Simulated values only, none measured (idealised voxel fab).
You're looking at the process module voxel trench capacitor.
Cross-section cut spans 255 nm and uses square cells 5 nm in size.
Bands, listed from the top down, are how a cross-section gets written in this document; the cross-section itself is a grid of square cells, and a band is one or more rows of them.
Basically the band line says how high the top is and how high the bottom is, in nm, and then what's in it from left to right, every material with its width in nm. Empty space shows up as "empty", and if a single material carries "full width" it runs the full band edge to edge.
Where do heights start? At 0: under that level the wafer as delivered is made of one material only. And the lowest band has no floor; it just carries on downward, as in "0..down".
Width: "30..40" (first number = top row, second number = bottom row, same change from row to row of cells).
"no alteration", as given for a step, is the statement that not any cell of the cross-section underwent a change during that step.
The label "Voids, enclosed" introduces a list of the empty spaces, 8 cells or larger, that have no open way up to the top; each entry in it reads width x height at distance, where the distance is taken from the left edge and all three are stated in nm.
If you see something after the settings on a step's line, that's the simulator's own remark about that step.
The "overlay nm" setting may appear on a step's line; for a step that uses a mask, it gives how far to the right of its planned position the mask lay, and a negative value indicates the left.

-- Set out below are the planned steps of the process
step 1: RECEIVE with material Si
step 2: CONFORMAL_DEP with material SiN, thk nm 10
step 3: MASKED_ETCH with tone open, mask id TRENCH, width nm 25, pitch nm 50, etch materials SiN, depth nm 10, overlay nm 0
step 4: MASKED_ETCH with tone open, mask id TRENCH, width nm 25, pitch nm 50, etch materials Si, depth nm 40, overlay nm 0
step 5: CONFORMAL_DEP with material Al2O3, thk nm 5
step 6: CONFORMAL_DEP with material TiN, thk nm 5
step 7: FILL_DEP with material W, thk nm 5
step 8: CMP with height nm 10

-- Incoming wafer in cross-section (state: after step 1)
* 0..down = Si full width
* Voids, enclosed: none

-- Post-module cross-section of the first of two wafers (run per plan)
* 10..0 = SiN (90) | Al2O3 (5) | TiN (5) | W (5) | TiN (5) | Al2O3 (5) | SiN (25) | Al2O3 (5) | TiN (5) | W (5) | TiN (5) | Al2O3 (5) | SiN (90)
* 0..-30 = Si (90) | Al2O3 (5) | TiN (5) | W (5) | TiN (5) | Al2O3 (5) | Si (25) | Al2O3 (5) | TiN (5) | W (5) | TiN (5) | Al2O3 (5) | Si (90)
* -30..-35 = Si (90) | Al2O3 (5) | TiN (15) | Al2O3 (5) | Si (25) | Al2O3 (5) | TiN (15) | Al2O3 (5) | Si (90)
* -35..-40 = Si (90) | Al2O3 (25) | Si (25) | Al2O3 (25) | Si (90)
* -40..down = Si full width
* Voids, enclosed: none

-- Second wafer through the module, sectioned at the end: same beginning and same plan as the first wafer, with one mistake in carrying it out
* 10..5 = TiN (85) | Al2O3 (5) | SiN (25) | Al2O3 (5) | TiN (15) | Al2O3 (5) | SiN (25) | Al2O3 (5) | TiN (85)
* 5..0 = Al2O3 (90) | SiN (25) | Al2O3 (25) | SiN (25) | Al2O3 (90)
* 0..down = Si full width
* Voids, enclosed: none
Here's what went sideways: step 3 was not run as planned; what actually ran was MASKED_ETCH with tone cover, mask id TRENCH, width nm 25, pitch nm 50, etch materials SiN, depth nm 10, overlay nm 0
The closing comparison, in cells, has the second wafer with more or fewer of some materials than the first: -1 Al2O3; +80 Si; -62 SiN; -1 TiN; -16 W
